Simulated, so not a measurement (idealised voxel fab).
Herein follows the process module entitled voxel lift off.
Each square cell in cross-section cut measures 5 nm, and the section as a whole is 285 nm wide.
Cross-section spec: square-cell grid; bands listed top down; each band is one or more rows. Per band: top height and bottom height in nm, followed by the left-to-right materials and their widths in nm; "edge to edge" marks a single material spanning edge to edge, "empty" marks empty space. Zero point of the height axis is 0; under it, received wafer = one material. Lowest band: continues down indefinitely, "0 and below". So if you see something like "30 to 40" for the width, read it as the top row of the band sitting at the first number and the bottom row at the second, with every row in between moving by the same amount as the last. What does "nothing was modified" mean for a step? It means no cell of the cross-section changed in that step. For the entry "Cavities, closed", the listed items are empty spaces with no open way to the top whose size is 8 cells or more; each item follows the pattern width x height at distance, where distance is from the left edge and all three are in nm. On a step's line, text after the settings is the simulator commenting on that step. When a step includes a mask, the "overlay nm" setting on its line states how far to the right of its planned place that mask lay, and negative values state how far to the left.
The following list gives the planned process steps
- 1: op RECEIVE | material Si
- 2: op CONFORMAL_DEP | material SiO2 | thk nm 15
- 3: op PATTERN | tone open | mask id LINES | material resist | width nm 25 | pitch nm 40 | thk nm 20 | overlay nm 0
- 4: op DIRECTIONAL_DEP | material Ru | thk nm 10
- 5: op STRIP | etch materials resist
- 6: op CONFORMAL_DEP | material SiN | thk nm 10
Received-state cross-section, reflecting completion of step 1
0 and below = Si edge to edge
Cavities, closed: none
First wafer at the end, as planned
35 down to 25 = empty: 100, then SiN: 85, then empty: 100
25 down to 15 = SiN: 110, then Ru: 25, then SiN: 15, then Ru: 25, then SiN: 110
15 down to 0 = SiO2 edge to edge
0 and below = Si edge to edge
Cavities, closed: none
This cross-section belongs to the second wafer of two at the end of the module; the start and the plan were shared with the first, and the run included one mistake
50 down to 40 = empty: 100, then SiN: 85, then empty: 100
40 down to 30 = SiN: 110, then Ru: 25, then SiN: 15, then Ru: 25, then SiN: 110
30 down to 0 = SiO2 edge to edge
0 and below = Si edge to edge
Cavities, closed: none
Nonconformance to the process plan: plan step 2 was conducted twice
Materials where the second wafer ends with more or fewer cells than the first: SiO2 +171
